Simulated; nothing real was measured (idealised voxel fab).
The name of this process module is voxel gate over fins.
Cross-section cut spans 230 nm and uses square cells 5 nm in size.
In this document a cross-section is written as a grid of square cells. It is given as a series of bands, listed from the top down, and a band is one or more rows of cells.
Per band: top height and bottom height in nm, followed by the left-to-right materials and their widths in nm; "full width" marks a single material spanning edge to edge, "empty" marks empty space.
A quick word on heights: they are counted from 0, and under that level the wafer as it came to us is one material throughout. The lowest band is different from the rest in having no bottom; it simply continues downward, written as in "z 0 and below".
Think of "30->40" as a width that walks from the first number to the second as you go down the band, top row to bottom row, taking equal-sized steps from row to row.
Reading "left unchanged" for a step: not a cell of the cross-section changed in it.
The list in "Voids lacking openings" covers empty spaces of 8 cells or more that cannot reach the top through any open way, and it gives each as width x height at distance; the distance is from the left edge, and width, height and distance are in nm.
On a step's line, text after the settings is the simulator commenting on that step.
The optional step-line setting "overlay nm" applies to steps with a mask and quantifies how far to the right of its planned location the mask lay, a negative value indicating leftward placement.

Listed below are the process steps as planned
- 1: RECEIVE, material Si
- 2: CONFORMAL_DEP, material SiN, thk nm 5
- 3: MASKED_ETCH, tone cover, mask id FINS, width nm 15, pitch nm 35, etch materials SiN, depth nm 5, overlay nm 0
- 4: MASKED_ETCH, tone cover, mask id FINS, width nm 15, pitch nm 35, etch materials Si, depth nm 40, overlay nm 0
- 5: OXIDIZE, depth nm 5
- 6: FILL_DEP, material SiO2, thk nm 10
- 7: CMP, height nm 5
- 8: SELECTIVE_ETCH, etch materials SiO2, depth nm 20
- 9: STRIP, etch materials SiN
- 10: CONFORMAL_DEP, material HfO2, thk nm 5
- 11: CONFORMAL_DEP, material TiN, thk nm 5
- 12: FILL_DEP, material W, thk nm 15
- 13: CMP, height nm 20
- 14: CONFORMAL_DEP, material SiCN, thk nm 5

Wafer at receipt (post step 1), cross-section
    z 0 and below  Si full width
    Voids lacking openings: none

What the wafer looks like in cross-section after this module, when it starts as shown above and follows the plan above but one mistake is made in running it
    z 25 to 20  SiCN full width
    z 20 to 10  W full width
    z 10 to 5  W (65) | TiN (25) | W (10) | TiN (25) | W (10) | TiN (25) | W (70)
    z 5 to 0  W (65) | TiN (5) | HfO2 (15) | TiN (5) | W (10) | TiN (5) | HfO2 (15) | TiN (5) | W (10) | TiN (5) | HfO2 (15) | TiN (5) | W (70)
    z 0 to -25  W (65) | TiN (5) | HfO2 (5) | Si (5) | HfO2 (5) | TiN (5) | W (10) | TiN (5) | HfO2 (5) | Si (5) | HfO2 (5) | TiN (5) | W (10) | TiN (5) | HfO2 (5) | Si (5) | HfO2 (5) | TiN (5) | W (70)
    z -25 to -30  TiN (70) | HfO2 (5) | Si (5) | HfO2 (5) | TiN (20) | HfO2 (5) | Si (5) | HfO2 (5) | TiN (20) | HfO2 (5) | Si (5) | HfO2 (5) | TiN (75)
    z -30 to -35  HfO2 (75) | Si (5) | HfO2 (30) | Si (5) | HfO2 (30) | Si (5) | HfO2 (80)
    z -35 to -45  SiO2 (75) | Si (5) | SiO2 (30) | Si (5) | SiO2 (30) | Si (5) | SiO2 (80)
    z -45 and below  Si full width
    Voids lacking openings: none
Processing error: step 8 of the plan saw execution twice
